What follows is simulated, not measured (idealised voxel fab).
The following process module bears the name voxel tone inversion.
Cross-section cut: width 220 nm, square cells of 5 nm.
When this document writes out a cross-section, it uses a grid of square cells and lists it as bands, beginning at the top and moving down, with a band standing for one or more rows of cells. Top, bottom (nm), then materials left to right with widths (nm); lone material tagged "full width" fills the whole band edge to edge; "empty" = empty space. Height is counted from the level 0, under which the received wafer is composed throughout of one material. The lowest of the bands is not closed at the bottom but continues downward, in the notation "0..down". With a width like "30 to 40", each row of cells in the band differs from the next by the same amount, the top row carrying the first number and the bottom row the second. Step marked "no change occurred"? Then no cell in the cross-section changed in it. Any empty space of 8 cells or more lacking an open way to the top shows up in "Listed closed voids" as width x height at distance, distance from the left edge, in nm. Heads up: the bit after the settings on a step's line is the simulator's remark on that step. What "overlay nm" on a step's line means: if the step has a mask, that mask lay this far to the right of its planned place, or, when the value is negative, to the left.

Steps planned for the process
step 1: RECEIVE, material Si
step 2: CONFORMAL_DEP, material SiN, thk nm 10
step 3: DIRECTIONAL_DEP, material aC, thk nm 15
step 4: PATTERN, tone cover, mask id POSTS, material resist, width nm 15, pitch nm 45, thk nm 25, overlay nm 0
step 5: DIRECTIONAL_ETCH, etch materials aC, depth nm 15
step 6: STRIP, etch materials resist
step 7: FILL_DEP, material lowk, thk nm 10
step 8: CMP, height nm 25
step 9: STRIP, etch materials aC

Cross-section of the incoming wafer, state after step 1
- 0..down = Si full width
- Listed closed voids: none

Run as planned - first of the two wafers cross-sectioned at the end of the module
- 25..10 = lowk: 35  empty: 15  lowk: 30  empty: 15  lowk: 30  empty: 15  lowk: 30  empty: 15  lowk: 35
- 10..0 = SiN full width
- 0..down = Si full width
- Listed closed voids: none

Wafer two (of two), end-of-module cross-section: start = wafer one, plan = wafer one, one run mistake
- 25..10 = lowk: 25  empty: 15  lowk: 30  empty: 15  lowk: 30  empty: 15  lowk: 30  empty: 15  lowk: 45
- 10..0 = SiN full width
- 0..down = Si full width
- Listed closed voids: none
Misprocessing identified: step 4 did not use the planned setting and instead ran as PATTERN, tone cover, mask id POSTS, material resist, width nm 15, pitch nm 45, thk nm 25, overlay nm -10
at the end the second wafer has, in cells: as many of each material as the first, in other places
